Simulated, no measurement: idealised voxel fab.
process module | voxel self aligned vias
cross-section cut | 225 nm wide | cells 5 nm
A cross-section is a grid of square cells, given in bands from the top down. A band is one or more rows of cells.
Each band's line starts with the height of the band's top and of its bottom, in nm. Then come its materials from left to right, each with its width in nm. One material with "throughout" fills the band from edge to edge. "air" is empty space.
Height 0 is the level under which the wafer as received is all one material. The lowest band goes on downwards, as in "0 down".
A width such as "30 to 40" changes by the same amount from each row of cells to the next, from the band's top row to its bottom row.
"no change" after a step means that no cell of the cross-section changed.
closed voids: empty space of 8 cells or more with no open way to the top, each as width x height at its distance from the left edge, in nm
after a step's settings: what the simulator itself notes on the step
overlay nm, on a step with a mask: how far to the right of its planned place the mask lay; to the left if negative
plan
1 op RECEIVE | material Si
2 op CONFORMAL_DEP | material SiO2 | thk nm 15
3 op CONFORMAL_DEP | material SiCN | thk nm 5
4 op DIRECTIONAL_DEP | material SiO2 | thk nm 20
5 op PATTERN | tone open | mask id LINES | material resist | width nm 20 | pitch nm 50 | thk nm 20 | overlay nm 0
6 op DIRECTIONAL_ETCH | etch materials SiO2 | depth nm 20
7 op STRIP | etch materials resist
8 op CONFORMAL_DEP | material TiN | thk nm 5
9 op FILL_DEP | material Ru | thk nm 5
10 op CMP | height nm 40
11 op SELECTIVE_ETCH | etch materials W Ru TiN | depth nm 5
12 op FILL_DEP | material SiN | thk nm 5
13 op CMP | height nm 40
14 op DIRECTIONAL_DEP | material SiO2 | thk nm 15
15 op DIRECTIONAL_DEP | material aC | thk nm 10
16 op PATTERN | tone open | mask id VIAS | material resist | width nm 30 | pitch nm 50 | thk nm 25 | overlay nm 0
17 op DIRECTIONAL_ETCH | etch materials aC | depth nm 10
18 op STRIP | etch materials resist
19 op DIRECTIONAL_ETCH | etch materials SiO2 | depth nm 15
20 op DIRECTIONAL_ETCH | etch materials SiN | depth nm 5
21 op STRIP | etch materials aC
22 op CONFORMAL_DEP | material TiN | thk nm 5
23 op FILL_DEP | material Ru | thk nm 5
24 op CMP | height nm 55
25 op CONFORMAL_DEP | material SiN | thk nm 5
first wafer, as planned
as received, after step 1
  0 down: Si throughout
  closed voids: none
after step 2
  15 to 0: SiO2 throughout
  below 0: unchanged
after step 3
  20 to 15: SiCN throughout
  below 15: unchanged
after step 4
  40 to 20: SiO2 throughout
  below 20: unchanged
after step 5
  60 to 40: resist 50 | air 20 | resist 30 | air 20 | resist 30 | air 20 | resist 55
  below 40: unchanged
after step 6
  60 to 40: resist 50 | air 20 | resist 30 | air 20 | resist 30 | air 20 | resist 55
  40 to 20: SiO2 50 | air 20 | SiO2 30 | air 20 | SiO2 30 | air 20 | SiO2 55
  below 20: unchanged
after step 7
  40 to 20: SiO2 50 | air 20 | SiO2 30 | air 20 | SiO2 30 | air 20 | SiO2 55
  below 20: unchanged
after step 8
  45 to 40: TiN 55 | air 10 | TiN 40 | air 10 | TiN 40 | air 10 | TiN 60
  40 to 25: SiO2 50 | TiN 5 | air 10 | TiN 5 | SiO2 30 | TiN 5 | air 10 | TiN 5 | SiO2 30 | TiN 5 | air 10 | TiN 5 | SiO2 55
  25 to 20: SiO2 50 | TiN 20 | SiO2 30 | TiN 20 | SiO2 30 | TiN 20 | SiO2 55
  below 20: unchanged
after step 9
  50 to 45: Ru throughout
  45 to 40: TiN 55 | Ru 10 | TiN 40 | Ru 10 | TiN 40 | Ru 10 | TiN 60
  40 to 25: SiO2 50 | TiN 5 | Ru 10 | TiN 5 | SiO2 30 | TiN 5 | Ru 10 | TiN 5 | SiO2 30 | TiN 5 | Ru 10 | TiN 5 | SiO2 55
  below 25: unchanged
after step 10
  40 to 25: SiO2 50 | TiN 5 | Ru 10 | TiN 5 | SiO2 30 | TiN 5 | Ru 10 | TiN 5 | SiO2 30 | TiN 5 | Ru 10 | TiN 5 | SiO2 55
  below 25: unchanged
after step 11
  40 to 35: SiO2 50 | air 20 | SiO2 30 | air 20 | SiO2 30 | air 20 | SiO2 55
  below 35: unchanged
after step 12
  45 to 40: SiN throughout
  40 to 35: SiO2 50 | SiN 20 | SiO2 30 | SiN 20 | SiO2 30 | SiN 20 | SiO2 55
  below 35: unchanged
after step 13
  40 to 35: SiO2 50 | SiN 20 | SiO2 30 | SiN 20 | SiO2 30 | SiN 20 | SiO2 55
  below 35: unchanged
after step 14
  55 to 40: SiO2 throughout
  below 40: unchanged
after step 15
  65 to 55: aC throughout
  below 55: unchanged
after step 16
  90 to 65: resist 45 | air 30 | resist 20 | air 30 | resist 20 | air 30 | resist 50
  below 65: unchanged
after step 17
  80 to 65: resist 45 | air 30 | resist 20 | air 30 | resist 20 | air 30 | resist 50
  65 to 55: aC 45 | air 30 | aC 20 | air 30 | aC 20 | air 30 | aC 50
  below 55: unchanged
after step 18
  65 to 55: aC 45 | air 30 | aC 20 | air 30 | aC 20 | air 30 | aC 50
  below 55: unchanged
after step 19
  65 to 55: aC 45 | air 30 | aC 20 | air 30 | aC 20 | air 30 | aC 50
  55 to 40: SiO2 45 | air 30 | SiO2 20 | air 30 | SiO2 20 | air 30 | SiO2 50
  below 40: unchanged
after step 20
  65 to 55: aC 45 | air 30 | aC 20 | air 30 | aC 20 | air 30 | aC 50
  55 to 40: SiO2 45 | air 30 | SiO2 20 | air 30 | SiO2 20 | air 30 | SiO2 50
  40 to 35: SiO2 50 | air 20 | SiO2 30 | air 20 | SiO2 30 | air 20 | SiO2 55
  below 35: unchanged
after step 21
  55 to 40: SiO2 45 | air 30 | SiO2 20 | air 30 | SiO2 20 | air 30 | SiO2 50
  below 40: unchanged
after step 22
  60 to 55: TiN 50 | air 20 | TiN 30 | air 20 | TiN 30 | air 20 | TiN 55
  55 to 45: SiO2 45 | TiN 5 | air 20 | TiN 5 | SiO2 20 | TiN 5 | air 20 | TiN 5 | SiO2 20 | TiN 5 | air 20 | TiN 5 | SiO2 50
  45 to 40: SiO2 45 | TiN 10 | air 10 | TiN 10 | SiO2 20 | TiN 10 | air 10 | TiN 10 | SiO2 20 | TiN 10 | air 10 | TiN 10 | SiO2 50
  40 to 35: SiO2 50 | TiN 20 | SiO2 30 | TiN 20 | SiO2 30 | TiN 20 | SiO2 55
  below 35: unchanged
after step 23
  65 to 60: Ru throughout
  60 to 55: TiN 50 | Ru 20 | TiN 30 | Ru 20 | TiN 30 | Ru 20 | TiN 55
  55 to 45: SiO2 45 | TiN 5 | Ru 20 | TiN 5 | SiO2 20 | TiN 5 | Ru 20 | TiN 5 | SiO2 20 | TiN 5 | Ru 20 | TiN 5 | SiO2 50
  45 to 40: SiO2 45 | TiN 10 | Ru 10 | TiN 10 | SiO2 20 | TiN 10 | Ru 10 | TiN 10 | SiO2 20 | TiN 10 | Ru 10 | TiN 10 | SiO2 50
  below 40: unchanged
after step 24
  55 to 45: SiO2 45 | TiN 5 | Ru 20 | TiN 5 | SiO2 20 | TiN 5 | Ru 20 | TiN 5 | SiO2 20 | TiN 5 | Ru 20 | TiN 5 | SiO2 50
  below 45: unchanged
after step 25
  60 to 55: SiN throughout
  below 55: unchanged
second wafer: like start, like plan, one mistake. Through step 15 it matches the first wafer
when step 16 should have ended
  90 to 65: resist 50 | air 25 | resist 25 | air 25 | resist 25 | air 25 | resist 50
  below 65: unchanged
when step 17 should have ended
  80 to 65: resist 50 | air 25 | resist 25 | air 25 | resist 25 | air 25 | resist 50
  65 to 55: aC 50 | air 25 | aC 25 | air 25 | aC 25 | air 25 | aC 50
  below 55: unchanged
when step 18 should have ended
  65 to 55: aC 50 | air 25 | aC 25 | air 25 | aC 25 | air 25 | aC 50
  below 55: unchanged
when step 19 should have ended
  65 to 55: aC 50 | air 25 | aC 25 | air 25 | aC 25 | air 25 | aC 50
  55 to 40: SiO2 50 | air 25 | SiO2 25 | air 25 | SiO2 25 | air 25 | SiO2 50
  below 40: unchanged
when step 20 should have ended
  65 to 55: aC 50 | air 25 | aC 25 | air 25 | aC 25 | air 25 | aC 50
  55 to 40: SiO2 50 | air 25 | SiO2 25 | air 25 | SiO2 25 | air 25 | SiO2 50
  40 to 35: SiO2 50 | air 20 | SiO2 30 | air 20 | SiO2 30 | air 20 | SiO2 55
  below 35: unchanged
when step 21 should have ended
  55 to 40: SiO2 50 | air 25 | SiO2 25 | air 25 | SiO2 25 | air 25 | SiO2 50
  below 40: unchanged
when step 22 should have ended
  60 to 55: TiN 55 | air 15 | TiN 35 | air 15 | TiN 35 | air 15 | TiN 55
  55 to 45: SiO2 50 | TiN 5 | air 15 | TiN 5 | SiO2 25 | TiN 5 | air 15 | TiN 5 | SiO2 25 | TiN 5 | air 15 | TiN 5 | SiO2 50
  45 to 40: SiO2 50 | TiN 5 | air 10 | TiN 10 | SiO2 25 | TiN 5 | air 10 | TiN 10 | SiO2 25 | TiN 5 | air 10 | TiN 10 | SiO2 50
  40 to 35: SiO2 50 | TiN 20 | SiO2 30 | TiN 20 | SiO2 30 | TiN 20 | SiO2 55
  below 35: unchanged
when step 23 should have ended
  65 to 60: Ru throughout
  60 to 55: TiN 55 | Ru 15 | TiN 35 | Ru 15 | TiN 35 | Ru 15 | TiN 55
  55 to 45: SiO2 50 | TiN 5 | Ru 15 | TiN 5 | SiO2 25 | TiN 5 | Ru 15 | TiN 5 | SiO2 25 | TiN 5 | Ru 15 | TiN 5 | SiO2 50
  45 to 40: SiO2 50 | TiN 5 | Ru 10 | TiN 10 | SiO2 25 | TiN 5 | Ru 10 | TiN 10 | SiO2 25 | TiN 5 | Ru 10 | TiN 10 | SiO2 50
  below 40: unchanged
when step 24 should have ended
  55 to 45: SiO2 50 | TiN 5 | Ru 15 | TiN 5 | SiO2 25 | TiN 5 | Ru 15 | TiN 5 | SiO2 25 | TiN 5 | Ru 15 | TiN 5 | SiO2 50
  below 45: unchanged
when step 25 should have ended
  60 to 55: SiN throughout
  below 55: unchanged
what went wrong: step 16 ran as: op PATTERN | tone open | mask id VIAS | material resist | width nm 25 | pitch nm 50 | thk nm 25 | overlay nm 0
at the end the second wafer has, in cells: 6 fewer of Ru | 9 more of SiO2 | 3 fewer of TiN
